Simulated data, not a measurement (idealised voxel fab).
Title: Process Module voxel spacer lines
285 nm wide, 5 nm square cells: that's cross-section cut.
Heads up, the way a cross-section reads in here is a grid of square cells, handed over as bands from the top down, with every band being one or more rows of cells. Basically the band line says how high the top is and how high the bottom is, in nm, and then what's in it from left to right, every material with its width in nm. Empty space shows up as "empty", and if a single material carries "edge to edge" it runs the full band edge to edge. Beneath 0, the wafer as received is one material, and that level is where height counting begins. The lowest band goes on downward without a bottom; it is written like "top 0, no bottom". Width: "30 to 40" (first number = top row, second number = bottom row, same change from row to row of cells). It should be understood that the words "no alterations made", when stated for a given step, signify that the cross-section underwent no change in any of its cells during that step. "Voids, enclosed" means: voids of 8 cells or more that are shut off from the top with no open way through. Written width x height at distance, distance from the left edge, in nm. Step line, after settings: the simulator's comment on this step. "overlay nm" answers the question of how far to the right of plan the mask lay on a step that has a mask, and when it is negative the answer is to the left.

### Process steps - plan
1: RECEIVE (material Si)
2: CONFORMAL_DEP (material Al2O3; thk nm 10)
3: DIRECTIONAL_DEP (material W; thk nm 10)
4: DIRECTIONAL_DEP (material aC; thk nm 30)
5: PATTERN (tone cover; mask id MANDREL; material resist; width nm 25; pitch nm 80; thk nm 35; overlay nm 0)
6: DIRECTIONAL_ETCH (etch materials aC; depth nm 30)
7: STRIP (etch materials resist)
8: CONFORMAL_DEP (material SiO2; thk nm 15)
9: DIRECTIONAL_ETCH (etch materials SiO2; depth nm 15)
10: STRIP (etch materials aC)
11: DIRECTIONAL_ETCH (etch materials W; depth nm 10)
12: STRIP (etch materials SiO2)

### The first of two wafers, run as planned

### Wafer as received: cross-section following step 1
top 0, no bottom | Si edge to edge
Voids, enclosed: none

### Sectional view: wafer, after step 2
top 10, bottom 0 | Al2O3 edge to edge
Note: structure below 0 unchanged.

### Sectional view: wafer, after step 3
top 20, bottom 10 | W edge to edge
Note: structure below 10 unchanged.

### Sectional view: wafer, after step 4
top 50, bottom 20 | aC edge to edge
Note: structure below 20 unchanged.

### Sectional view: wafer, after step 5
top 85, bottom 50 | empty (90); resist (25); empty (55); resist (25); empty (90)
Note: structure below 50 unchanged.

### Sectional view: wafer, after step 6
top 55, bottom 50 | empty (90); resist (25); empty (55); resist (25); empty (90)
top 50, bottom 20 | empty (90); aC (25); empty (55); aC (25); empty (90)
Note: structure below 20 unchanged.

### Sectional view: wafer, after step 7
top 50, bottom 20 | empty (90); aC (25); empty (55); aC (25); empty (90)
Note: structure below 20 unchanged.

### Sectional view: wafer, after step 8
top 65, bottom 50 | empty (75); SiO2 (55); empty (25); SiO2 (55); empty (75)
top 50, bottom 35 | empty (75); SiO2 (15); aC (25); SiO2 (15); empty (25); SiO2 (15); aC (25); SiO2 (15); empty (75)
top 35, bottom 20 | SiO2 (90); aC (25); SiO2 (55); aC (25); SiO2 (90)
Note: structure below 20 unchanged.

### Sectional view: wafer, after step 9
top 50, bottom 20 | empty (75); SiO2 (15); aC (25); SiO2 (15); empty (25); SiO2 (15); aC (25); SiO2 (15); empty (75)
Note: structure below 20 unchanged.

### Sectional view: wafer, after step 10
top 50, bottom 20 | empty (75); SiO2 (15); empty (25); SiO2 (15); empty (25); SiO2 (15); empty (25); SiO2 (15); empty (75)
Note: structure below 20 unchanged.

### Sectional view: wafer, after step 11
top 50, bottom 20 | empty (75); SiO2 (15); empty (25); SiO2 (15); empty (25); SiO2 (15); empty (25); SiO2 (15); empty (75)
top 20, bottom 10 | empty (75); W (15); empty (25); W (15); empty (25); W (15); empty (25); W (15); empty (75)
Note: structure below 10 unchanged.

### Sectional view: wafer, after step 12
top 20, bottom 10 | empty (75); W (15); empty (25); W (15); empty (25); W (15); empty (25); W (15); empty (75)
Note: structure below 10 unchanged.

### Second wafer, same starting conditions and recipe as the first, one mistake in executing it, nothing differs from the first up to and including step 1

Cross-sectional view of the second wafer at the intended end time of process step 2: no alterations made

### Cross-sectional view of the second wafer at the intended end time of process step 3
top 10, bottom 0 | W edge to edge
Note: structure below 0 unchanged.

### Cross-sectional view of the second wafer at the intended end time of process step 4
top 40, bottom 10 | aC edge to edge
Note: structure below 10 unchanged.

### Cross-sectional view of the second wafer at the intended end time of process step 5
top 75, bottom 40 | empty (90); resist (25); empty (55); resist (25); empty (90)
Note: structure below 40 unchanged.

### Cross-sectional view of the second wafer at the intended end time of process step 6
top 45, bottom 40 | empty (90); resist (25); empty (55); resist (25); empty (90)
top 40, bottom 10 | empty (90); aC (25); empty (55); aC (25); empty (90)
Note: structure below 10 unchanged.

### Cross-sectional view of the second wafer at the intended end time of process step 7
top 40, bottom 10 | empty (90); aC (25); empty (55); aC (25); empty (90)
Note: structure below 10 unchanged.

### Cross-sectional view of the second wafer at the intended end time of process step 8
top 55, bottom 40 | empty (75); SiO2 (55); empty (25); SiO2 (55); empty (75)
top 40, bottom 25 | empty (75); SiO2 (15); aC (25); SiO2 (15); empty (25); SiO2 (15); aC (25); SiO2 (15); empty (75)
top 25, bottom 10 | SiO2 (90); aC (25); SiO2 (55); aC (25); SiO2 (90)
Note: structure below 10 unchanged.

### Cross-sectional view of the second wafer at the intended end time of process step 9
top 40, bottom 10 | empty (75); SiO2 (15); aC (25); SiO2 (15); empty (25); SiO2 (15); aC (25); SiO2 (15); empty (75)
Note: structure below 10 unchanged.

### Cross-sectional view of the second wafer at the intended end time of process step 10
top 40, bottom 10 | empty (75); SiO2 (15); empty (25); SiO2 (15); empty (25); SiO2 (15); empty (25); SiO2 (15); empty (75)
Note: structure below 10 unchanged.

### Cross-sectional view of the second wafer at the intended end time of process step 11
top 40, bottom 10 | empty (75); SiO2 (15); empty (25); SiO2 (15); empty (25); SiO2 (15); empty (25); SiO2 (15); empty (75)
top 10, bottom 0 | empty (75); W (15); empty (25); W (15); empty (25); W (15); empty (25); W (15); empty (75)
Note: structure below 0 unchanged.

### Cross-sectional view of the second wafer at the intended end time of process step 12
top 10, bottom 0 | empty (75); W (15); empty (25); W (15); empty (25); W (15); empty (25); W (15); empty (75)
Note: structure below 0 unchanged.
Short version of what went wrong: step 2 from the plan never happened, it was just skipped
FYI, end of process, the second wafer has more or fewer cells of some materials than the first: 114 fewer of Al2O3
